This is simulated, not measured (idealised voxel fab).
process module | voxel self aligned contacts
cross-section cut | 145 nm wide | cells 5 nm
A cross-section is a grid of square cells, given in bands from the top down. A band is one or more rows of cells.
Each band's line starts with the height of the band's top and of its bottom, in nm. Then come its materials from left to right, each with its width in nm. One material with "throughout" fills the band from edge to edge. "air" is empty space.
Height 0 is the level under which the wafer as received is all one material. The lowest band goes on downwards, as in "0 down".
A width such as "30 to 40" changes by the same amount from each row of cells to the next, from the band's top row to its bottom row.
"no change" after a step means that no cell of the cross-section changed.
closed voids: empty space of 8 cells or more with no open way to the top, each as width x height at its distance from the left edge, in nm
after a step's settings: what the simulator itself notes on the step
overlay nm, on a step with a mask: how far to the right of its planned place the mask lay; to the left if negative
plan
1 op RECEIVE | material Si
2 op CONFORMAL_DEP | material SiO2 | thk nm 5
3 op DIRECTIONAL_DEP | material polySi | thk nm 20
4 op DIRECTIONAL_DEP | material SiN | thk nm 25
5 op PATTERN | tone cover | mask id GATE | material resist | width nm 30 | pitch nm 70 | thk nm 15 | overlay nm 0
6 op DIRECTIONAL_ETCH | etch materials SiN | depth nm 25
7 op DIRECTIONAL_ETCH | etch materials polySi | depth nm 20
8 op STRIP | etch materials resist
9 op CONFORMAL_DEP | material SiN | thk nm 10
10 op DIRECTIONAL_ETCH | etch materials SiN | depth nm 10
11 op FILL_DEP | material SiO2 | thk nm 15
12 op CMP | height nm 55
13 op MASKED_ETCH | tone open | mask id CONTACT | width nm 50 | etch materials SiO2 | depth nm 55 | overlay nm 0
14 op CONFORMAL_DEP | material TiN | thk nm 5
15 op FILL_DEP | material W | thk nm 10
16 op CMP | height nm 55
17 op CONFORMAL_DEP | material SiCN | thk nm 5
first wafer, as planned
as received, after step 1
  0 down: Si throughout
  closed voids: none
after step 2
  5 to 0: SiO2 throughout
  below 0: unchanged
after step 3
  25 to 5: polySi throughout
  below 5: unchanged
after step 4
  50 to 25: SiN throughout
  below 25: unchanged
after step 5
  65 to 50: air 20 | resist 30 | air 40 | resist 30 | air 25
  below 50: unchanged
after step 6
  65 to 50: air 20 | resist 30 | air 40 | resist 30 | air 25
  50 to 25: air 20 | SiN 30 | air 40 | SiN 30 | air 25
  below 25: unchanged
after step 7
  65 to 50: air 20 | resist 30 | air 40 | resist 30 | air 25
  50 to 25: air 20 | SiN 30 | air 40 | SiN 30 | air 25
  25 to 5: air 20 | polySi 30 | air 40 | polySi 30 | air 25
  below 5: unchanged
after step 8
  50 to 25: air 20 | SiN 30 | air 40 | SiN 30 | air 25
  below 25: unchanged
after step 9
  60 to 25: air 10 | SiN 50 | air 20 | SiN 50 | air 15
  25 to 15: air 10 | SiN 10 | polySi 30 | SiN 10 | air 20 | SiN 10 | polySi 30 | SiN 10 | air 15
  15 to 5: SiN 20 | polySi 30 | SiN 40 | polySi 30 | SiN 25
  below 5: unchanged
after step 10
  50 to 25: air 10 | SiN 50 | air 20 | SiN 50 | air 15
  25 to 5: air 10 | SiN 10 | polySi 30 | SiN 10 | air 20 | SiN 10 | polySi 30 | SiN 10 | air 15
  below 5: unchanged
after step 11
  65 to 50: SiO2 throughout
  50 to 25: SiO2 10 | SiN 50 | SiO2 20 | SiN 50 | SiO2 15
  25 to 5: SiO2 10 | SiN 10 | polySi 30 | SiN 10 | SiO2 20 | SiN 10 | polySi 30 | SiN 10 | SiO2 15
  below 5: unchanged
after step 12
  55 to 50: SiO2 throughout
  below 50: unchanged
after step 13
  55 to 50: SiO2 45 | air 50 | SiO2 50
  50 to 25: SiO2 10 | SiN 50 | air 20 | SiN 50 | SiO2 15
  25 to 5: SiO2 10 | SiN 10 | polySi 30 | SiN 10 | air 20 | SiN 10 | polySi 30 | SiN 10 | SiO2 15
  5 to 0: SiO2 60 | air 20 | SiO2 65
  below 0: unchanged
after step 14
  60 to 55: TiN 50 | air 40 | TiN 55
  55 to 50: SiO2 45 | TiN 20 | air 10 | TiN 20 | SiO2 50
  50 to 25: SiO2 10 | SiN 50 | TiN 5 | air 10 | TiN 5 | SiN 50 | SiO2 15
  25 to 5: SiO2 10 | SiN 10 | polySi 30 | SiN 10 | TiN 5 | air 10 | TiN 5 | SiN 10 | polySi 30 | SiN 10 | SiO2 15
  5 to 0: SiO2 60 | TiN 20 | SiO2 65
  below 0: unchanged
after step 15
  70 to 60: W throughout
  60 to 55: TiN 50 | W 40 | TiN 55
  55 to 50: SiO2 45 | TiN 20 | W 10 | TiN 20 | SiO2 50
  50 to 25: SiO2 10 | SiN 50 | TiN 5 | W 10 | TiN 5 | SiN 50 | SiO2 15
  25 to 5: SiO2 10 | SiN 10 | polySi 30 | SiN 10 | TiN 5 | W 10 | TiN 5 | SiN 10 | polySi 30 | SiN 10 | SiO2 15
  below 5: unchanged
after step 16
  55 to 50: SiO2 45 | TiN 20 | W 10 | TiN 20 | SiO2 50
  below 50: unchanged
after step 17
  60 to 55: SiCN throughout
  below 55: unchanged
second wafer: like start, like plan, one mistake. Through step 13 it matches the first wafer
when step 14 should have ended
  60 to 55: SiCN 50 | air 40 | SiCN 55
  55 to 50: SiO2 45 | SiCN 20 | air 10 | SiCN 20 | SiO2 50
  50 to 25: SiO2 10 | SiN 50 | SiCN 5 | air 10 | SiCN 5 | SiN 50 | SiO2 15
  25 to 5: SiO2 10 | SiN 10 | polySi 30 | SiN 10 | SiCN 5 | air 10 | SiCN 5 | SiN 10 | polySi 30 | SiN 10 | SiO2 15
  5 to 0: SiO2 60 | SiCN 20 | SiO2 65
  below 0: unchanged
when step 15 should have ended
  70 to 60: W throughout
  60 to 55: SiCN 50 | W 40 | SiCN 55
  55 to 50: SiO2 45 | SiCN 20 | W 10 | SiCN 20 | SiO2 50
  50 to 25: SiO2 10 | SiN 50 | SiCN 5 | W 10 | SiCN 5 | SiN 50 | SiO2 15
  25 to 5: SiO2 10 | SiN 10 | polySi 30 | SiN 10 | SiCN 5 | W 10 | SiCN 5 | SiN 10 | polySi 30 | SiN 10 | SiO2 15
  below 5: unchanged
when step 16 should have ended
  55 to 50: SiO2 45 | SiCN 20 | W 10 | SiCN 20 | SiO2 50
  below 50: unchanged
when step 17 should have ended
  60 to 55: SiCN throughout
  below 55: unchanged
what went wrong: step 14 ran as: op CONFORMAL_DEP | material SiCN | thk nm 5
at the end the second wafer has, in cells: 30 more of SiCN | 30 fewer of TiN
